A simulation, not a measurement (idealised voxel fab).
Herein follows the process module entitled voxel quadruple lines.
The cross-section on display is named cut; it measures 230 nm wide, and its cells are 5 nm squares.
Cross-section format: a grid of square cells, given as bands from top to bottom; each band is one or more rows of cells.
Band entry format. Leading values: height of top, height of bottom, nm. Remainder: materials in left-to-right order, each with its width in nm. Special words: "edge to edge" on a single material, which then fills the band edge to edge; "blank", empty space.
Note: height 0 marks the level under which the wafer is uniformly one material as received. Lowest band unbounded below, written "z 0 and below".
You'd read "30..40" like this: the band's top row of cells is as wide as the first number, its bottom row is as wide as the second, and going down, every row changes width by the same amount as the row before did.
"nothing altered" (step): cross-section cells unchanged, all of them.
The list in "Unvented cavities" covers empty spaces of 8 cells or more that cannot reach the top through any open way, and it gives each as width x height at distance; the distance is from the left edge, and width, height and distance are in nm.
The remark found on a step's line after its settings is issued by the simulator itself and pertains to that step.
"overlay nm" answers the question of how far to the right of plan the mask lay on a step that has a mask, and when it is negative the answer is to the left.

**Planned process steps**
1,RECEIVE with material Si
2,CONFORMAL_DEP with material SiO2, thk nm 5
3,DIRECTIONAL_DEP with material W, thk nm 15
4,DIRECTIONAL_DEP with material polySi, thk nm 20
5,DIRECTIONAL_DEP with material aC, thk nm 20
6,PATTERN with tone cover, mask id MANDREL, material resist, width nm 20, pitch nm 80, thk nm 25, overlay nm 0
7,DIRECTIONAL_ETCH with etch materials aC, depth nm 20
8,STRIP with etch materials resist
9,CONFORMAL_DEP with material SiO2, thk nm 10
10,DIRECTIONAL_ETCH with etch materials SiO2, depth nm 10
11,STRIP with etch materials aC
12,DIRECTIONAL_ETCH with etch materials polySi, depth nm 20
13,STRIP with etch materials SiO2
14,CONFORMAL_DEP with material SiCN, thk nm 10
15,DIRECTIONAL_ETCH with etch materials SiCN, depth nm 10
16,STRIP with etch materials polySi
17,DIRECTIONAL_ETCH with etch materials W, depth nm 15
18,STRIP with etch materials SiCN
19,FILL_DEP with material SiO2, thk nm 5
20,CMP with height nm 20
The wafers in this document start out alike and differ in the width nm applied at step 6; the plan shows the value used for the first wafer.

**The first of several wafers, as received after step 1, seen in section**
    z 0 and below = Si edge to edge
    Unvented cavities: none

**The table below has one row for each wafer; a row shows, as of the end of the module, how many cells of each material the wafer has gained, marked (+), or lost, marked (-), since it was received, and then the wafer's closed voids**
width nm 20 | +136 SiO2 | +48 W | Unvented cavities: none
width nm 25 | +136 SiO2 | +48 W | Unvented cavities: none
width nm 30 | +136 SiO2 | +48 W | Unvented cavities: none
width nm 35 | +136 SiO2 | +48 W | Unvented cavities: none
width nm 40 | +136 SiO2 | +48 W | Unvented cavities: none
width nm 45 | +139 SiO2 | +45 W | Unvented cavities: none
